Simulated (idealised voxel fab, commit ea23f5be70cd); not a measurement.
Module name: voxel transistor to metal (process module)
The cross-section shown here is cut; it is 190 nm wide and divided into square cells measuring 5 nm on a side.
How to read a cross-section here: the picture is a grid of square cells, written as bands going from the top down, and any band can span one or more rows of cells. In this notation a band is specified by the heights of its top and bottom, in that order and in nm, after which its materials appear from left to right, each paired with its width in nm. The word "full width" attached to a single material means that material fills the band from edge to edge; the word "air" stands for empty space. For the purposes of this specification, 0 denotes the height below which the wafer in its as-received condition is composed wholly of one material, and the lowermost band, lacking a lower limit, extends downward without end, as expressed in "from 0 down". When a width is written as two numbers, as in "30->40", the first number is the width in the top row of cells of the band and the second is the width in its bottom row, and the width changes by the same amount from each row to the next. Key: "nothing changed" - step with no changed cell in the cross-section. Entry "Trapped cavities" = empty spaces >= 8 cells with no open way to the top; each as width x height at distance, distance from left edge, all nm. Step line, after settings: the simulator's comment on this step. On any step carrying a mask, the "overlay nm" setting, if present on the step's line, tells how far right of its planned place the mask lay; negative values point to the left. Read each pair as before and after one process step. The after cross-section shows only down to the lowest band that changed. The step between them and its settings are given below the pair. Pairs can come from different runs of this module on the same starting wafer. A pair continues from the pair above only where its "before" entry says so.

# before
* from 30 to 20 | 80 SiO2 / 25 SiCN / 85 SiO2
* from 20 to 0 | 80 SiO2 / 25 polySi / 85 SiO2
* from 0 to -5 | 65 SiO2 / 10 SiGe / 5 SiO2 / 25 polySi / 5 SiO2 / 10 SiGe / 70 SiO2
* from -5 to -10 | 65 SiO2 / 10 SiGe / 35 SiO2 / 10 SiGe / 70 SiO2
* from -10 to -20 | 35 SiO2 / 40 SiGe / 35 Si / 40 SiGe / 40 SiO2
* from -20 to -35 | 35 SiO2 / 115 Si / 40 SiO2
* from -35 down | Si full width
* Trapped cavities: none

# Post-Step Snapshot
* from 45 to 30 | SiO2 full width
* Rest of section, below 30: as before.
* Trapped cavities: none
The before and after cross-sections above differ by one step: DIRECTIONAL_DEP: material SiO2, thk nm 15

before: starting point is the after cross-section of the pair just above.

# Post-Step Snapshot
* from 60 to 45 | aC full width
* Rest of section, below 45: as before.
* Trapped cavities: none
The before and after cross-sections above differ by one step: DIRECTIONAL_DEP: material aC, thk nm 15

before: starting point is the after cross-section of the pair just above.

# Post-Step Snapshot
* from 90 to 60 | 45 resist / 30 air / 35 resist / 30 air / 50 resist
* Rest of section, below 60: as before.
* Trapped cavities: none
The before and after cross-sections above differ by one step: PATTERN: tone open, mask id CONTACT, material resist, width nm 30, pitch nm 65, thk nm 30, overlay nm 0

before: starting point is the after cross-section of the pair just above.

# Post-Step Snapshot
* from 75 to 60 | 45 resist / 30 air / 35 resist / 30 air / 50 resist
* from 60 to 45 | 45 aC / 30 air / 35 aC / 30 air / 50 aC
* Rest of section, below 45: as before.
* Trapped cavities: none
The before and after cross-sections above differ by one step: DIRECTIONAL_ETCH: etch materials aC, depth nm 15

before: starting point is the after cross-section of the pair just above.

# Post-Step Snapshot
* from 60 to 45 | 45 aC / 30 air / 35 aC / 30 air / 50 aC
* Rest of section, below 45: as before.
* Trapped cavities: none
The before and after cross-sections above differ by one step: STRIP: etch materials resist

before: starting point is the after cross-section of the pair just above.

# Post-Step Snapshot
* from 60 to 45 | 45 aC / 30 air / 35 aC / 30 air / 50 aC
* from 45 to 30 | 45 SiO2 / 30 air / 35 SiO2 / 30 air / 50 SiO2
* from 30 to 20 | 45 SiO2 / 30 air / 5 SiO2 / 25 SiCN / 5 SiO2 / 30 air / 50 SiO2
* from 20 to 0 | 45 SiO2 / 30 air / 5 SiO2 / 25 polySi / 5 SiO2 / 30 air / 50 SiO2
* from 0 to -5 | 45 SiO2 / 20 air / 10 SiGe / 5 SiO2 / 25 polySi / 5 SiO2 / 10 SiGe / 20 air / 50 SiO2
* from -5 to -10 | 45 SiO2 / 20 air / 10 SiGe / 35 SiO2 / 10 SiGe / 20 air / 50 SiO2
* Rest of section, below -10: as before.
* Trapped cavities: none
The before and after cross-sections above differ by one step: DIRECTIONAL_ETCH: etch materials SiO2, depth nm 55

before: starting point is the after cross-section of the pair just above.

# Post-Step Snapshot
* from 45 to 30 | 45 SiO2 / 30 air / 35 SiO2 / 30 air / 50 SiO2
* Rest of section, below 30: as before.
* Trapped cavities: none
The before and after cross-sections above differ by one step: STRIP: etch materials aC

before: starting point is the after cross-section of the pair just above.

# Post-Step Snapshot
* from 50 to 45 | 50 TiN / 20 air / 45 TiN / 20 air / 55 TiN
* from 45 to 30 | 45 SiO2 / 5 TiN / 20 air / 5 TiN / 35 SiO2 / 5 TiN / 20 air / 5 TiN / 50 SiO2
* from 30 to 20 | 45 SiO2 / 5 TiN / 20 air / 5 TiN / 5 SiO2 / 25 SiCN / 5 SiO2 / 5 TiN / 20 air / 5 TiN / 50 SiO2
* from 20 to 5 | 45 SiO2 / 5 TiN / 20 air / 5 TiN / 5 SiO2 / 25 polySi / 5 SiO2 / 5 TiN / 20 air / 5 TiN / 50 SiO2
* from 5 to 0 | 45 SiO2 / 5 TiN / 10 air / 15 TiN / 5 SiO2 / 25 polySi / 5 SiO2 / 15 TiN / 10 air / 5 TiN / 50 SiO2
* from 0 to -5 | 45 SiO2 / 5 TiN / 10 air / 5 TiN / 10 SiGe / 5 SiO2 / 25 polySi / 5 SiO2 / 10 SiGe / 5 TiN / 10 air / 5 TiN / 50 SiO2
* from -5 to -10 | 45 SiO2 / 20 TiN / 10 SiGe / 35 SiO2 / 10 SiGe / 20 TiN / 50 SiO2
* Rest of section, below -10: as before.
* Trapped cavities: none
The before and after cross-sections above differ by one step: CONFORMAL_DEP: material TiN, thk nm 5

before: starting point is the after cross-section of the pair just above.

# Post-Step Snapshot
* from 55 to 50 | Ru full width
* from 50 to 45 | 50 TiN / 20 Ru / 45 TiN / 20 Ru / 55 TiN
* from 45 to 30 | 45 SiO2 / 5 TiN / 20 Ru / 5 TiN / 35 SiO2 / 5 TiN / 20 Ru / 5 TiN / 50 SiO2
* from 30 to 20 | 45 SiO2 / 5 TiN / 20 Ru / 5 TiN / 5 SiO2 / 25 SiCN / 5 SiO2 / 5 TiN / 20 Ru / 5 TiN / 50 SiO2
* from 20 to 5 | 45 SiO2 / 5 TiN / 20 Ru / 5 TiN / 5 SiO2 / 25 polySi / 5 SiO2 / 5 TiN / 20 Ru / 5 TiN / 50 SiO2
* from 5 to 0 | 45 SiO2 / 5 TiN / 10 Ru / 15 TiN / 5 SiO2 / 25 polySi / 5 SiO2 / 15 TiN / 10 Ru / 5 TiN / 50 SiO2
* from 0 to -5 | 45 SiO2 / 5 TiN / 10 Ru / 5 TiN / 10 SiGe / 5 SiO2 / 25 polySi / 5 SiO2 / 10 SiGe / 5 TiN / 10 Ru / 5 TiN / 50 SiO2
* Rest of section, below -5: as before.
* Trapped cavities: none
The before and after cross-sections above differ by one step: FILL_DEP: material Ru, thk nm 5

before: starting point is the after cross-section of the pair just above.

# Post-Step Snapshot
* from 45 to 30 | 45 SiO2 / 5 TiN / 20 Ru / 5 TiN / 35 SiO2 / 5 TiN / 20 Ru / 5 TiN / 50 SiO2
* Rest of section, below 30: as before.
* Trapped cavities: none
The before and after cross-sections above differ by one step: CMP: height nm 45

before: starting point is the after cross-section of the pair just above.

# Post-Step Snapshot
* from 50 to 45 | TiN full width
* Rest of section, below 45: as before.
* Trapped cavities: none
The before and after cross-sections above differ by one step: DIRECTIONAL_DEP: material TiN, thk nm 5

before: starting point is the after cross-section of the pair just above.

# Post-Step Snapshot
* from 75 to 50 | Ru full width
* Rest of section, below 50: as before.
* Trapped cavities: none
The before and after cross-sections above differ by one step: DIRECTIONAL_DEP: material Ru, thk nm 25

before: starting point is the after cross-section of the pair just above.

# Post-Step Snapshot
* from 90 to 75 | 45 air / 20 resist / 55 air / 20 resist / 50 air
* Rest of section, below 75: as before.
* Trapped cavities: none
The before and after cross-sections above differ by one step: PATTERN: tone cover, mask id METAL_1, material resist, width nm 20, pitch nm 75, thk nm 15, overlay nm 0

before: starting point is the after cross-section of the pair just above.

# Post-Step Snapshot
* from 90 to 75 | 45 air / 20 resist / 55 air / 20 resist / 50 air
* from 75 to 50 | 45 air / 20 Ru / 55 air / 20 Ru / 50 air
* Rest of section, below 50: as before.
* Trapped cavities: none
The before and after cross-sections above differ by one step: DIRECTIONAL_ETCH: etch materials Ru, depth nm 25

before: starting point is the after cross-section of the pair just above.

# Post-Step Snapshot
* from 90 to 75 | 45 air / 20 resist / 55 air / 20 resist / 50 air
* from 75 to 50 | 45 air / 20 Ru / 55 air / 20 Ru / 50 air
* from 50 to 45 | 45 air / 20 TiN / 55 air / 20 TiN / 50 air
* Rest of section, below 45: as before.
* Trapped cavities: none
The before and after cross-sections above differ by one step: DIRECTIONAL_ETCH: etch materials TiN, depth nm 5

before: starting point is the after cross-section of the pair just above.

# Post-Step Snapshot
* from 75 to 50 | 45 air / 20 Ru / 55 air / 20 Ru / 50 air
* Rest of section, below 50: as before.
* Trapped cavities: none
The before and after cross-sections above differ by one step: STRIP: etch materials resist

before: starting point is the after cross-section of the pair just above.

# Post-Step Snapshot
* from 85 to 75 | lowk full width
* from 75 to 50 | 45 lowk / 20 Ru / 55 lowk / 20 Ru / 50 lowk
* from 50 to 45 | 45 lowk / 20 TiN / 55 lowk / 20 TiN / 50 lowk
* Rest of section, below 45: as before.
* Trapped cavities: none
The before and after cross-sections above differ by one step: FILL_DEP: material lowk, thk nm 10

before: starting point is the after cross-section of the pair just above.

# Post-Step Snapshot
* from 75 to 50 | 45 lowk / 20 Ru / 55 lowk / 20 Ru / 50 lowk
* Rest of section, below 50: as before.
* Trapped cavities: none
The before and after cross-sections above differ by one step: CMP: height nm 75

before: starting point is the after cross-section of the pair just above.

# Post-Step Snapshot
* from 80 to 75 | SiCN full width
* Rest of section, below 75: as before.
* Trapped cavities: none
The before and after cross-sections above differ by one step: CONFORMAL_DEP: material SiCN, thk nm 5

before: starting point is the after cross-section of the pair just above.

# Post-Step Snapshot
* from 105 to 80 | SiO2 full width
* Rest of section, below 80: as before.
* Trapped cavities: none
The before and after cross-sections above differ by one step: DIRECTIONAL_DEP: material SiO2, thk nm 25

before: starting point is the after cross-section of the pair just above.

# Post-Step Snapshot
* from 125 to 105 | 45 resist / 20 air / 55 resist / 20 air / 50 resist
* Rest of section, below 105: as before.
* Trapped cavities: none
The before and after cross-sections above differ by one step: PATTERN: tone open, mask id METAL_2, material resist, width nm 20, pitch nm 75, thk nm 20, overlay nm 0

before: starting point is the after cross-section of the pair just above.

# Post-Step Snapshot
* from 125 to 105 | 45 resist / 20 air / 55 resist / 20 air / 50 resist
* from 105 to 90 | 45 SiO2 / 20 air / 55 SiO2 / 20 air / 50 SiO2
* Rest of section, below 90: as before.
* Trapped cavities: none
The before and after cross-sections above differ by one step: DIRECTIONAL_ETCH: etch materials SiO2, depth nm 15

before: starting point is the after cross-section of the pair just above.

# Post-Step Snapshot
* from 105 to 90 | 45 SiO2 / 20 air / 55 SiO2 / 20 air / 50 SiO2
* Rest of section, below 90: as before.
* Trapped cavities: none
The before and after cross-sections above differ by one step: STRIP: etch materials resist

before: starting point is the after cross-section of the pair just above.

# Post-Step Snapshot
* from 120 to 105 | 45 aC / 20 air / 55 aC / 20 air / 50 aC
* from 105 to 90 | 45 SiO2 / 20 aC / 55 SiO2 / 20 aC / 50 SiO2
* Rest of section, below 90: as before.
* Trapped cavities: none
The before and after cross-sections above differ by one step: DIRECTIONAL_DEP: material aC, thk nm 15

before: starting point is the after cross-section of the pair just above.

# Post-Step Snapshot
* from 155 to 120 | 45 resist / 15 air / 60 resist / 15 air / 55 resist
* from 120 to 105 | 45 aC / 15 air / 5 resist / 55 aC / 15 air / 5 resist / 50 aC
* Rest of section, below 105: as before.
* Trapped cavities: none
The before and after cross-sections above differ by one step: PATTERN: tone open, mask id METAL_2_HOLES, material resist, width nm 15, pitch nm 75, thk nm 35, overlay nm 0

before: starting point is the after cross-section of the pair just above.

# Post-Step Snapshot
* from 140 to 120 | 45 resist / 15 air / 60 resist / 15 air / 55 resist
* from 120 to 105 | 45 aC / 15 air / 5 resist / 55 aC / 15 air / 5 resist / 50 aC
* from 105 to 90 | 45 SiO2 / 15 air / 5 aC / 55 SiO2 / 15 air / 5 aC / 50 SiO2
* Rest of section, below 90: as before.
* Trapped cavities: none
The before and after cross-sections above differ by one step: DIRECTIONAL_ETCH: etch materials aC, depth nm 15

before: starting point is the after cross-section of the pair just above.

# Post-Step Snapshot
* from 120 to 105 | 45 aC / 20 air / 55 aC / 20 air / 50 aC
* Rest of section, below 105: as before.
* Trapped cavities: none
The before and after cross-sections above differ by one step: STRIP: etch materials resist

before: starting point is the after cross-section of the pair just above.

# Post-Step Snapshot
* from 120 to 105 | 45 aC / 20 air / 55 aC / 20 air / 50 aC
* from 105 to 90 | 45 SiO2 / 15 air / 5 aC / 55 SiO2 / 15 air / 5 aC / 50 SiO2
* from 90 to 80 | 45 SiO2 / 15 air / 60 SiO2 / 15 air / 55 SiO2
* Rest of section, below 80: as before.
* Trapped cavities: none
The before and after cross-sections above differ by one step: DIRECTIONAL_ETCH: etch materials SiO2, depth nm 10

before: starting point is the after cross-section of the pair just above.

# Post-Step Snapshot
* from 120 to 105 | 45 aC / 20 air / 55 aC / 20 air / 50 aC
* from 105 to 90 | 45 SiO2 / 15 air / 5 aC / 55 SiO2 / 15 air / 5 aC / 50 SiO2
* from 90 to 80 | 45 SiO2 / 15 air / 60 SiO2 / 15 air / 55 SiO2
* from 80 to 75 | 45 SiCN / 15 air / 60 SiCN / 15 air / 55 SiCN
* Rest of section, below 75: as before.
* Trapped cavities: none
The before and after cross-sections above differ by one step: DIRECTIONAL_ETCH: etch materials SiCN, depth nm 5

before: starting point is the after cross-section of the pair just above.

# Post-Step Snapshot
* from 105 to 90 | 45 SiO2 / 20 air / 55 SiO2 / 20 air / 50 SiO2
* Rest of section, below 90: as before.
* Trapped cavities: none
The before and after cross-sections above differ by one step: STRIP: etch materials aC

before: starting point is the after cross-section of the pair just above.

# Post-Step Snapshot
* from 110 to 105 | 50 TiN / 10 air / 65 TiN / 10 air / 55 TiN
* from 105 to 95 | 45 SiO2 / 5 TiN / 10 air / 5 TiN / 55 SiO2 / 5 TiN / 10 air / 5 TiN / 50 SiO2
* from 95 to 90 | 45 SiO2 / 5 TiN / 5 air / 10 TiN / 55 SiO2 / 5 TiN / 5 air / 10 TiN / 50 SiO2
* from 90 to 80 | 45 SiO2 / 5 TiN / 5 air / 5 TiN / 60 SiO2 / 5 TiN / 5 air / 5 TiN / 55 SiO2
* from 80 to 75 | 45 SiCN / 15 TiN / 60 SiCN / 15 TiN / 55 SiCN
* Rest of section, below 75: as before.
* Trapped cavities: none
The before and after cross-sections above differ by one step: CONFORMAL_DEP: material TiN, thk nm 5

before: starting point is the after cross-section of the pair just above.

# Post-Step Snapshot
* from 115 to 110 | Cu full width
* from 110 to 105 | 50 TiN / 10 Cu / 65 TiN / 10 Cu / 55 TiN
* from 105 to 95 | 45 SiO2 / 5 TiN / 10 Cu / 5 TiN / 55 SiO2 / 5 TiN / 10 Cu / 5 TiN / 50 SiO2
* from 95 to 90 | 45 SiO2 / 5 TiN / 5 Cu / 10 TiN / 55 SiO2 / 5 TiN / 5 Cu / 10 TiN / 50 SiO2
* from 90 to 80 | 45 SiO2 / 5 TiN / 5 Cu / 5 TiN / 60 SiO2 / 5 TiN / 5 Cu / 5 TiN / 55 SiO2
* Rest of section, below 80: as before.
* Trapped cavities: none
The before and after cross-sections above differ by one step: FILL_DEP: material Cu, thk nm 5

before: starting point is the after cross-section of the pair just above.

# Post-Step Snapshot
* from 105 to 95 | 45 SiO2 / 5 TiN / 10 Cu / 5 TiN / 55 SiO2 / 5 TiN / 10 Cu / 5 TiN / 50 SiO2
* Rest of section, below 95: as before.
* Trapped cavities: none
The before and after cross-sections above differ by one step: CMP: height nm 105

before: starting point is the after cross-section of the pair just above.

# Post-Step Snapshot
* from 110 to 105 | SiCN full width
* Rest of section, below 105: as before.
* Trapped cavities: none
The before and after cross-sections above differ by one step: CONFORMAL_DEP: material SiCN, thk nm 5

# before
* from 15 to 0 | 35 air / 115 SiN / 40 air
* from 0 to -5 | SiO2 full width
* from -5 to -35 | 35 SiO2 / 115 Si / 40 SiO2
* from -35 down | Si full width
* Trapped cavities: none

# Post-Step Snapshot
* from 15 to 0 | 35 air / 115 SiN / 40 air
* from 0 to -5 | 50 air / 85 SiO2 / 55 air
* from -5 to -15 | 35 air / 115 Si / 40 air
* Rest of section, below -15: as before.
* Trapped cavities: none
The before and after cross-sections above differ by one step: SELECTIVE_ETCH: etch materials SiO2, depth nm 15

before: starting point is the after cross-section of the pair just above.

# Post-Step Snapshot
* from 0 to -5 | 50 air / 85 SiO2 / 55 air
* Rest of section, below -5: as before.
* Trapped cavities: none
The before and after cross-sections above differ by one step: STRIP: etch materials SiN

before: starting point is the after cross-section of the pair just above.

# Post-Step Snapshot
* from -5 to -20 | 35 air / 115 Si / 40 air
* Rest of section, below -20: as before.
* Trapped cavities: none
The before and after cross-sections above differ by one step: SELECTIVE_ETCH: etch materials SiO2, depth nm 5

before: starting point is the after cross-section of the pair just above.

# Post-Step Snapshot
* from -5 to -10 | 35 air / 115 SiO2 / 40 air
* from -10 to -20 | 35 air / 5 SiO2 / 105 Si / 5 SiO2 / 40 air
* from -20 to -25 | 40 SiO2 / 105 Si / 45 SiO2
* Rest of section, below -25: as before.
* Trapped cavities: none
The before and after cross-sections above differ by one step: OXIDIZE: depth nm 5

before: starting point is the after cross-section of the pair just above.

# Post-Step Snapshot
* from 20 to 5 | 35 air / 115 polySi / 40 air
* from 5 to -5 | polySi full width
* from -5 to -10 | 35 polySi / 115 SiO2 / 40 polySi
* from -10 to -20 | 35 polySi / 5 SiO2 / 105 Si / 5 SiO2 / 40 polySi
* Rest of section, below -20: as before.
* Trapped cavities: none
The before and after cross-sections above differ by one step: DIRECTIONAL_DEP: material polySi, thk nm 25

before: starting point is the after cross-section of the pair just above.

# Post-Step Snapshot
* from 30 to 20 | 35 air / 115 SiCN / 40 air
* from 20 to 15 | 35 air / 115 polySi / 40 air
* from 15 to 5 | 35 SiCN / 115 polySi / 40 SiCN
* Rest of section, below 5: as before.
* Trapped cavities: none
The before and after cross-sections above differ by one step: DIRECTIONAL_DEP: material SiCN, thk nm 10

before: starting point is the after cross-section of the pair just above.

# Post-Step Snapshot
* from 40 to 30 | 35 air / 115 aC / 40 air
* from 30 to 25 | 35 air / 115 SiCN / 40 air
* from 25 to 20 | 35 aC / 115 SiCN / 40 aC
* from 20 to 15 | 35 aC / 115 polySi / 40 aC
* Rest of section, below 15: as before.
* Trapped cavities: none
The before and after cross-sections above differ by one step: DIRECTIONAL_DEP: material aC, thk nm 10

before: starting point is the after cross-section of the pair just above.

# Post-Step Snapshot
* from 70 to 40 | 80 air / 25 resist / 85 air
* Rest of section, below 40: as before.
* Trapped cavities: none
The before and after cross-sections above differ by one step: PATTERN: tone cover, mask id GATE, material resist, width nm 25, thk nm 30, overlay nm 0

before: starting point is the after cross-section of the pair just above.

# Post-Step Snapshot
* from 60 to 40 | 80 air / 25 resist / 85 air
* from 40 to 30 | 80 air / 25 aC / 85 air
* from 30 to 20 | 35 air / 115 SiCN / 40 air
* from 20 to 15 | 35 air / 115 polySi / 40 air
* Rest of section, below 15: as before.
* Trapped cavities: none
The before and after cross-sections above differ by one step: DIRECTIONAL_ETCH: etch materials aC, depth nm 10

before: starting point is the after cross-section of the pair just above.

# Post-Step Snapshot
* from 40 to 30 | 80 air / 25 aC / 85 air
* Rest of section, below 30: as before.
* Trapped cavities: none
The before and after cross-sections above differ by one step: STRIP: etch materials resist

before: starting point is the after cross-section of the pair just above.

# Post-Step Snapshot
* from 40 to 30 | 80 air / 25 aC / 85 air
* from 30 to 20 | 80 air / 25 SiCN / 85 air
* from 20 to 5 | 35 air / 115 polySi / 40 air
* Rest of section, below 5: as before.
* Trapped cavities: none
The before and after cross-sections above differ by one step: DIRECTIONAL_ETCH: etch materials SiCN, depth nm 20

before: starting point is the after cross-section of the pair just above.

# Post-Step Snapshot
* from 40 to 30 | 80 air / 25 aC / 85 air
* from 30 to 20 | 80 air / 25 SiCN / 85 air
* from 20 to -5 | 80 air / 25 polySi / 85 air
* from -5 to -10 | 35 air / 115 SiO2 / 40 air
* from -10 to -20 | 35 air / 5 SiO2 / 105 Si / 5 SiO2 / 40 air
* Rest of section, below -20: as before.
* Trapped cavities: none
The before and after cross-sections above differ by one step: DIRECTIONAL_ETCH: etch materials polySi, depth nm 35

before: starting point is the after cross-section of the pair just above.

# Post-Step Snapshot
* from 30 to 20 | 80 air / 25 SiCN / 85 air
* Rest of section, below 20: as before.
* Trapped cavities: none
The before and after cross-sections above differ by one step: STRIP: etch materials aC

before: starting point is the after cross-section of the pair just above.

# Post-Step Snapshot
* from 35 to 30 | 75 air / 35 SiO2 / 80 air
* from 30 to 20 | 75 air / 5 SiO2 / 25 SiCN / 5 SiO2 / 80 air
* from 20 to 0 | 75 air / 5 SiO2 / 25 polySi / 5 SiO2 / 80 air
* from 0 to -5 | 30 air / 50 SiO2 / 25 polySi / 50 SiO2 / 35 air
* from -5 to -10 | 30 air / 125 SiO2 / 35 air
* from -10 to -15 | 30 air / 10 SiO2 / 105 Si / 10 SiO2 / 35 air
* from -15 to -25 | 40 SiO2 / 105 Si / 45 SiO2
* Rest of section, below -25: as before.
* Trapped cavities: none
The before and after cross-sections above differ by one step: CONFORMAL_DEP: material SiO2, thk nm 5

before: starting point is the after cross-section of the pair just above.

# Post-Step Snapshot
* from 30 to 20 | 75 air / 5 SiO2 / 25 SiCN / 5 SiO2 / 80 air
* from 20 to -5 | 75 air / 5 SiO2 / 25 polySi / 5 SiO2 / 80 air
* from -5 to -10 | 30 air / 125 SiO2 / 35 air
* from -10 to -20 | 30 air / 10 SiO2 / 105 Si / 10 SiO2 / 35 air
* Rest of section, below -20: as before.
* Trapped cavities: none
The before and after cross-sections above differ by one step: DIRECTIONAL_ETCH: etch materials SiO2, depth nm 5

before: starting point is the after cross-section of the pair just above.

# Post-Step Snapshot
* from 35 to 30 | 70 air / 45 SiN / 75 air
* from 30 to 20 | 70 air / 5 SiN / 5 SiO2 / 25 SiCN / 5 SiO2 / 5 SiN / 75 air
* from 20 to 0 | 70 air / 5 SiN / 5 SiO2 / 25 polySi / 5 SiO2 / 5 SiN / 75 air
* from 0 to -5 | 25 air / 50 SiN / 5 SiO2 / 25 polySi / 5 SiO2 / 50 SiN / 30 air
* from -5 to -10 | 25 air / 5 SiN / 125 SiO2 / 5 SiN / 30 air
* from -10 to -15 | 25 air / 5 SiN / 10 SiO2 / 105 Si / 10 SiO2 / 5 SiN / 30 air
* from -15 to -20 | 30 SiN / 10 SiO2 / 105 Si / 10 SiO2 / 35 SiN
* Rest of section, below -20: as before.
* Trapped cavities: none
The before and after cross-sections above differ by one step: CONFORMAL_DEP: material SiN, thk nm 5

before: starting point is the after cross-section of the pair just above.

# Post-Step Snapshot
* from 30 to 20 | 70 air / 5 SiN / 5 SiO2 / 25 SiCN / 5 SiO2 / 5 SiN / 75 air
* from 20 to -5 | 70 air / 5 SiN / 5 SiO2 / 25 polySi / 5 SiO2 / 5 SiN / 75 air
* from -5 to -10 | 25 air / 5 SiN / 125 SiO2 / 5 SiN / 30 air
* from -10 to -20 | 25 air / 5 SiN / 10 SiO2 / 105 Si / 10 SiO2 / 5 SiN / 30 air
* Rest of section, below -20: as before.
* Trapped cavities: none
The before and after cross-sections above differ by one step: DIRECTIONAL_ETCH: etch materials SiN, depth nm 5

before: starting point is the after cross-section of the pair just above.

# Post-Step Snapshot
* from 30 to 25 | 70 air / 5 SiN / 5 air / 25 SiCN / 5 air / 5 SiN / 75 air
* from 25 to 20 | 70 air / 5 SiN / 5 SiO2 / 25 SiCN / 5 SiO2 / 5 SiN / 75 air
* from 20 to -5 | 70 air / 5 SiN / 5 SiO2 / 25 polySi / 5 SiO2 / 5 SiN / 75 air
* from -5 to -10 | 25 air / 5 SiN / 40 air / 45 SiO2 / 40 air / 5 SiN / 30 air
* from -10 to -20 | 25 air / 5 SiN / 10 SiO2 / 105 Si / 10 SiO2 / 5 SiN / 30 air
* from -20 to -25 | 25 air / 15 SiO2 / 105 Si / 15 SiO2 / 30 air
* Rest of section, below -25: as before.
* Trapped cavities: none
The before and after cross-sections above differ by one step: DIRECTIONAL_ETCH: etch materials SiO2, depth nm 5

before: starting point is the after cross-section of the pair just above.

# Post-Step Snapshot
* from 30 to 25 | 70 air / 5 SiN / 5 air / 25 SiCN / 5 air / 5 SiN / 75 air
* from 25 to 20 | 70 air / 5 SiN / 5 SiO2 / 25 SiCN / 5 SiO2 / 5 SiN / 75 air
* from 20 to -5 | 70 air / 5 SiN / 5 SiO2 / 25 polySi / 5 SiO2 / 5 SiN / 75 air
* from -5 to -10 | 25 air / 5 SiN / 40 air / 45 SiO2 / 40 air / 5 SiN / 30 air
* from -10 to -20 | 25 air / 5 SiN / 10 SiO2 / 30 air / 45 Si / 30 air / 10 SiO2 / 5 SiN / 30 air
* Rest of section, below -20: as before.
* Trapped cavities: none
The before and after cross-sections above differ by one step: DIRECTIONAL_ETCH: etch materials Si, depth nm 10

before: starting point is the after cross-section of the pair just above.

# Post-Step Snapshot
* from 30 to 25 | 70 air / 5 SiN / 5 air / 25 SiCN / 5 air / 5 SiN / 75 air
* from 25 to 20 | 70 air / 5 SiN / 5 SiO2 / 25 SiCN / 5 SiO2 / 5 SiN / 75 air
* from 20 to 0 | 70 air / 5 SiN / 5 SiO2 / 25 polySi / 5 SiO2 / 5 SiN / 75 air
* from 0 to -5 | 60 air / 10 SiGe / 5 SiN / 5 SiO2 / 25 polySi / 5 SiO2 / 5 SiN / 10 SiGe / 65 air
* from -5 to -10 | 25 air / 5 SiN / 30 air / 10 SiGe / 45 SiO2 / 10 SiGe / 30 air / 5 SiN / 30 air
* from -10 to -20 | 25 air / 5 SiN / 10 SiO2 / 30 SiGe / 45 Si / 30 SiGe / 10 SiO2 / 5 SiN / 30 air
* Rest of section, below -20: as before.
* Trapped cavities: none
The before and after cross-sections above differ by one step: EPI: material SiGe, thk nm 10

before: starting point is the after cross-section of the pair just above.

# Post-Step Snapshot
* from 35 to 30 | SiO2 full width
* from 30 to 20 | 70 SiO2 / 5 SiN / 5 SiO2 / 25 SiCN / 5 SiO2 / 5 SiN / 75 SiO2
* from 20 to 0 | 70 SiO2 / 5 SiN / 5 SiO2 / 25 polySi / 5 SiO2 / 5 SiN / 75 SiO2
* from 0 to -5 | 60 SiO2 / 10 SiGe / 5 SiN / 5 SiO2 / 25 polySi / 5 SiO2 / 5 SiN / 10 SiGe / 65 SiO2
* from -5 to -10 | 25 SiO2 / 5 SiN / 30 SiO2 / 10 SiGe / 45 SiO2 / 10 SiGe / 30 SiO2 / 5 SiN / 30 SiO2
* from -10 to -20 | 25 SiO2 / 5 SiN / 10 SiO2 / 30 SiGe / 45 Si / 30 SiGe / 10 SiO2 / 5 SiN / 30 SiO2
* from -20 to -25 | 40 SiO2 / 105 Si / 45 SiO2
* Rest of section, below -25: as before.
* Trapped cavities: none
The before and after cross-sections above differ by one step: FILL_DEP: material SiO2, thk nm 5

before: starting point is the after cross-section of the pair just above.

# Post-Step Snapshot
* from 30 to 20 | 70 SiO2 / 5 SiN / 5 SiO2 / 25 SiCN / 5 SiO2 / 5 SiN / 75 SiO2
* Rest of section, below 20: as before.
* Trapped cavities: none
The before and after cross-sections above differ by one step: CMP: height nm 30

before: starting point is the after cross-section of the pair just above.

# Post-Step Snapshot
* from 45 to 30 | SiO2 full width
* Rest of section, below 30: as before.
* Trapped cavities: none
The before and after cross-sections above differ by one step: DIRECTIONAL_DEP: material SiO2, thk nm 15

before: starting point is the after cross-section of the pair just above.

# Post-Step Snapshot
* from 60 to 45 | aC full width
* Rest of section, below 45: as before.
* Trapped cavities: none
The before and after cross-sections above differ by one step: DIRECTIONAL_DEP: material aC, thk nm 15

before: starting point is the after cross-section of the pair just above.

# Post-Step Snapshot
* from 90 to 60 | 45 resist / 30 air / 35 resist / 30 air / 50 resist
* Rest of section, below 60: as before.
* Trapped cavities: none
The before and after cross-sections above differ by one step: PATTERN: tone open, mask id CONTACT, material resist, width nm 30, pitch nm 65, thk nm 30, overlay nm 0

before: starting point is the after cross-section of the pair just above.

# Post-Step Snapshot
* from 75 to 60 | 45 resist / 30 air / 35 resist / 30 air / 50 resist
* from 60 to 45 | 45 aC / 30 air / 35 aC / 30 air / 50 aC
* Rest of section, below 45: as before.
* Trapped cavities: none
The before and after cross-sections above differ by one step: DIRECTIONAL_ETCH: etch materials aC, depth nm 15

before: starting point is the after cross-section of the pair just above.

# Post-Step Snapshot
* from 60 to 45 | 45 aC / 30 air / 35 aC / 30 air / 50 aC
* Rest of section, below 45: as before.
* Trapped cavities: none
The before and after cross-sections above differ by one step: STRIP: etch materials resist

before: starting point is the after cross-section of the pair just above.

# Post-Step Snapshot
* from 60 to 45 | 45 aC / 30 air / 35 aC / 30 air / 50 aC
* from 45 to 30 | 45 SiO2 / 30 air / 35 SiO2 / 30 air / 50 SiO2
* from 30 to 20 | 45 SiO2 / 25 air / 5 SiN / 5 SiO2 / 25 SiCN / 5 SiO2 / 5 SiN / 25 air / 50 SiO2
* from 20 to 0 | 45 SiO2 / 25 air / 5 SiN / 5 SiO2 / 25 polySi / 5 SiO2 / 5 SiN / 25 air / 50 SiO2
* from 0 to -5 | 45 SiO2 / 15 air / 10 SiGe / 5 SiN / 5 SiO2 / 25 polySi / 5 SiO2 / 5 SiN / 10 SiGe / 15 air / 50 SiO2
* from -5 to -10 | 25 SiO2 / 5 SiN / 15 SiO2 / 15 air / 10 SiGe / 45 SiO2 / 10 SiGe / 15 air / 15 SiO2 / 5 SiN / 30 SiO2
* Rest of section, below -10: as before.
* Trapped cavities: none
The before and after cross-sections above differ by one step: DIRECTIONAL_ETCH: etch materials SiO2, depth nm 55

before: starting point is the after cross-section of the pair just above.

# Post-Step Snapshot
* from 45 to 30 | 45 SiO2 / 30 air / 35 SiO2 / 30 air / 50 SiO2
* Rest of section, below 30: as before.
* Trapped cavities: none
The before and after cross-sections above differ by one step: STRIP: etch materials aC
